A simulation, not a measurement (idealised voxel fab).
The process module that follows is named voxel fin reveal.
The cross-section shown here is cut; it is 295 nm wide and divided into square cells measuring 5 nm on a side.
Heads up, the way a cross-section reads in here is a grid of square cells, handed over as bands from the top down, with every band being one or more rows of cells.
It is stipulated that each band's entry specify, in nanometres, the height of the top of the band and then that of its bottom, followed by the materials of the band in left-to-right sequence, each together with its width in nanometres. A single material marked by the word "throughout" is understood to fill the band from edge to edge; the word "blank" is understood to denote empty space.
A quick word on heights: they are counted from 0, and under that level the wafer as it came to us is one material throughout. The lowest band is different from the rest in having no bottom; it simply continues downward, written as in "0 nm and below".
With a width like "30 to 40", each row of cells in the band differs from the next by the same amount, the top row carrying the first number and the bottom row the second.
Key: "nothing was modified" - step with no changed cell in the cross-section.
Each empty space that has no open way to the top and spans at least 8 cells appears under "Enclosed void listing" as width x height at distance, the distance counted from the left edge, all in nm.
What comes after the settings on a step's line is commentary from the simulator itself on that step.
overlay nm: how far to the right of its planned place the mask lay on this masked step (negative: to the left).
The planned process steps are enumerated hereunder:
1,RECEIVE | material Si
2,CONFORMAL_DEP | material SiN | thk nm 5
3,MASKED_ETCH | tone cover | mask id FINS | width nm 15 | pitch nm 45 | etch materials SiN | depth nm 5 | overlay nm 0
4,MASKED_ETCH | tone cover | mask id FINS | width nm 15 | pitch nm 45 | etch materials Si | depth nm 30 | overlay nm 0
5,OXIDIZE | depth nm 5
6,FILL_DEP | material SiO2 | thk nm 5
7,CMP | height nm 5
8,SELECTIVE_ETCH | etch materials SiO2 | depth nm 25
9,STRIP | etch materials SiN
Wafer-to-wafer difference: width nm, step 4. Common start. Plan = first wafer's value.
First of several wafers (as received, post step 1), cross-sectional view:
> 0 nm and below = Si throughout
> Enclosed void listing: none
For your reference, the table is organized with a row per wafer; each row reflects the wafer at the end of the module, indicating for each material the cells gained (+) or lost (-) since receipt, and thereafter its closed voids:
width nm 15; -392 Si; +168 SiO2; Enclosed void listing: none
width nm 20; -374 Si; +159 SiO2; Enclosed void listing: none
width nm 25; -356 Si; +150 SiO2; Enclosed void listing: none
width nm 30; -338 Si; +141 SiO2; Enclosed void listing: none
